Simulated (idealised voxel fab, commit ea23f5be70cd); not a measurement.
voxel local oxidation: a process module
For reference, the cross-section in this document is cut, with width 175 nm and square cells of 5 nm.
Heads up, the way a cross-section reads in here is a grid of square cells, handed over as bands from the top down, with every band being one or more rows of cells. Read a band's entry like this: the first values are the height of its top and the height of its bottom in nm, and what follows is the sequence of materials from left to right, each with its width in nm. Note that "empty" is empty space, and that a single material marked "edge to edge" reaches across the band from edge to edge. The reference from which all heights are counted is 0, the level beneath which the as-received wafer is entirely one material; the lowest band, having no lower bound, proceeds downward and is written after the example "top 0, no bottom". So if you see something like "30..40" for the width, read it as the top row of the band sitting at the first number and the bottom row at the second, with every row in between moving by the same amount as the last. Given "identical to before" for a step, no cell of the cross-section differs between before and after that step. Under "Sealed cavities" you'll find the enclosed gaps, the ones with no way out to the top, that are 8 cells or bigger; each reads width x height at distance, with distance counted from the left edge, everything in nm. Anything after a step's settings on that line? It's the simulator's own note about the step. When a step includes a mask, the "overlay nm" setting on its line states how far to the right of its planned place that mask lay, and negative values state how far to the left.

Process steps (planned)
1) RECEIVE with material Si
2) CONFORMAL_DEP with material SiO2, thk nm 5
3) CONFORMAL_DEP with material SiN, thk nm 15
4) MASKED_ETCH with tone cover, mask id ACTIVE, width nm 90, etch materials SiN, depth nm 15, overlay nm 0
5) SELECTIVE_ETCH with etch materials SiO2, depth nm 5
6) OXIDIZE with depth nm 15
7) STRIP with etch materials SiN

As-received state of the wafer in cross-section, equivalent to post-step 1
top 0, no bottom: Si edge to edge
Sealed cavities: none

The following cross-section depicts the wafer upon conclusion of the module. Processing commenced from the starting condition illustrated above and adhered to the plan illustrated above, save for one mistake in execution
top 0, bottom -15: SiO2 edge to edge
top -15, no bottom: Si edge to edge
Sealed cavities: none
What went wrong in running the wafer? step 3 was left out
